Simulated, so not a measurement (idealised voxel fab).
The process module presented herein is designated voxel fin reveal.
The figure presents cross-section cut, which has a width of 145 nm and is divided into square cells with an edge length of 5 nm.
Cross-sections here: square-cell grids, written as top-down lists of bands, a band being one or more rows of cells. Heads up on the band format: heights come first, top then bottom, in nm. After that it's the materials left to right, each with its width in nm. A single material flagged "edge to edge" fills the whole band edge to edge, and "blank" means there's empty space there. Heights are reckoned from 0. Under this level, the received wafer is all of one material. The bottommost band is open-ended downward, for example "0 and below". So if you see something like "30->40" for the width, read it as the top row of the band sitting at the first number and the bottom row at the second, with every row in between moving by the same amount as the last. "left unchanged", as given for a step, is the statement that not any cell of the cross-section underwent a change during that step. Closed-off voids of 8+ cells (no open route to the top) go in "Voids, sealed", written width x height at distance from the left edge, in nm. If you see something after the settings on a step's line, that's the simulator's own remark about that step. overlay nm, on a step with a mask: how far to the right of its planned place the mask lay; to the left if negative.

PLANNED PROCESS STEPS
1. RECEIVE, material Si
2. CONFORMAL_DEP, material SiN, thk nm 10
3. PATTERN, tone cover, mask id FINS, material resist, width nm 15, pitch nm 40, thk nm 20, overlay nm 0
4. DIRECTIONAL_ETCH, etch materials SiN, depth nm 10
5. DIRECTIONAL_ETCH, etch materials Si, depth nm 35
6. STRIP, etch materials resist
7. FILL_DEP, material SiO2, thk nm 5
8. CMP, height nm 10
9. SELECTIVE_ETCH, etch materials SiO2, depth nm 20
10. STRIP, etch materials SiN
11. CONFORMAL_DEP, material HfO2, thk nm 5

CROSS-SECTIONAL VIEW OF THE WAFER IN ITS AS-RECEIVED CONDITION, CORRESPONDING TO THE STATE AFTER STEP 1
* 0 and below = Si edge to edge
* Voids, sealed: none

ONE MISTAKE IN RUNNING THE MODULE, OTHERWISE START AND PLAN AS ABOVE: CROSS-SECTION AT THE END
* 5 down to 0 = 40 nm blank  25 nm HfO2  15 nm blank  25 nm HfO2  40 nm blank
* 0 down to -5 = 40 nm blank  5 nm HfO2  15 nm Si  5 nm HfO2  15 nm blank  5 nm HfO2  15 nm Si  5 nm HfO2  40 nm blank
* -5 down to -10 = 30 nm HfO2  10 nm blank  5 nm HfO2  15 nm Si  5 nm HfO2  15 nm blank  5 nm HfO2  15 nm Si  5 nm HfO2  10 nm blank  30 nm HfO2
* -10 down to -15 = 25 nm SiO2  5 nm HfO2  10 nm blank  5 nm HfO2  15 nm Si  5 nm HfO2  15 nm blank  5 nm HfO2  15 nm Si  5 nm HfO2  10 nm blank  5 nm HfO2  25 nm SiO2
* -15 down to -20 = 25 nm SiO2  20 nm HfO2  15 nm Si  25 nm HfO2  15 nm Si  20 nm HfO2  25 nm SiO2
* -20 down to -35 = 45 nm SiO2  15 nm Si  25 nm SiO2  15 nm Si  45 nm SiO2
* -35 and below = Si edge to edge
* Voids, sealed: none
what went wrong: steps 9 and 10 swapped
